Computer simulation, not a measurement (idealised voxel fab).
Module name: voxel wiring stack (process module)
Each square cell in cross-section cut measures 5 nm, and the section as a whole is 210 nm wide.
Just so we're on the same page, the cross-sections are grids of square cells, and they're listed out in bands top to bottom, each band one or more rows deep. Each band's line starts with the height of the band's top and of its bottom, in nm. Then come its materials from left to right, each with its width in nm. One material with "edge to edge" fills the band from edge to edge. "empty" is empty space. Below 0: as-received wafer, all one material; heights counted from there. Lowest band: no bottom, goes on down, written "z 0 and below". Note: "30 to 40" means the width goes from the first number (top row of the band) to the second number (bottom row) in equal steps per row of cells. "no alterations made" means the step left every cell of the cross-section as it was. Look at "Enclosed void catalog" for the closed voids: empty spaces with no open path to the top, sized 8 cells or up. Each is width x height at distance, distance from the left edge, all nm. Whatever follows a step's settings on its line is a remark the simulator itself makes about that step. overlay nm: step with mask; distance mask lay right of planned place; negative value = left of planned place.
# The process steps that were planned are listed below
- 1: RECEIVE (material Si)
- 2: CONFORMAL_DEP (material SiO2; thk nm 10)
- 3: CONFORMAL_DEP (material SiCN; thk nm 5)
- 4: DIRECTIONAL_DEP (material SiO2; thk nm 25)
- 5: MASKED_ETCH (tone open; mask id METAL_1; width nm 30; pitch nm 45; etch materials SiO2; depth nm 25; overlay nm 0)
- 6: MASKED_ETCH (tone open; mask id METAL_1; width nm 30; pitch nm 45; etch materials SiCN; depth nm 5; overlay nm 0)
- 7: CONFORMAL_DEP (material TiN; thk nm 5)
- 8: FILL_DEP (material W; thk nm 10)
- 9: CMP (height nm 40)
- 10: EPI (material Ru; thk nm 5)
- 11: FILL_DEP (material SiCN; thk nm 5)
- 12: DIRECTIONAL_DEP (material SiO2; thk nm 35)
- 13: DIRECTIONAL_DEP (material aC; thk nm 15)
- 14: PATTERN (tone open; mask id METAL_2_HOLES; material resist; width nm 15; pitch nm 45; thk nm 30; overlay nm 0)
- 15: DIRECTIONAL_ETCH (etch materials aC; depth nm 15)
- 16: STRIP (etch materials resist)
- 17: DIRECTIONAL_ETCH (etch materials SiO2; depth nm 35)
- 18: STRIP (etch materials aC)
- 19: PATTERN (tone open; mask id METAL_2; material resist; width nm 30; pitch nm 45; thk nm 20; overlay nm 0)
- 20: DIRECTIONAL_ETCH (etch materials SiO2; depth nm 20)
- 21: DIRECTIONAL_ETCH (etch materials SiCN; depth nm 5)
- 22: STRIP (etch materials resist)
- 23: CONFORMAL_DEP (material TiN; thk nm 5)
- 24: FILL_DEP (material Cu; thk nm 10)
- 25: CMP (height nm 85)
- 26: CONFORMAL_DEP (material SiCN; thk nm 5)
# Step 1 complete: cross-section of the wafer as received
> z 0 and below  Si edge to edge
> Enclosed void catalog: none
# Here's the wafer cut in cross-section after the module, started and planned just like above, except one thing was done wrong in the run
> z 90 to 85  SiCN edge to edge
> z 85 to 50  SiO2 65; TiN 5; Cu 20; TiN 5; SiO2 15; TiN 5; Cu 20; TiN 5; SiO2 70
> z 50 to 45  SiCN 65; TiN 30; SiCN 15; TiN 30; SiCN 70
> z 45 to 40  SiCN 60; Ru 40; SiCN 5; Ru 40; SiCN 65
> z 40 to 15  SiO2 65; TiN 5; W 20; TiN 5; SiO2 15; TiN 5; W 20; TiN 5; SiO2 70
> z 15 to 10  SiCN 65; TiN 30; SiCN 15; TiN 30; SiCN 70
> z 10 to 0  SiO2 edge to edge
> z 0 and below  Si edge to edge
> Enclosed void catalog: none
Deviation from plan: plan step 20 was twice executed
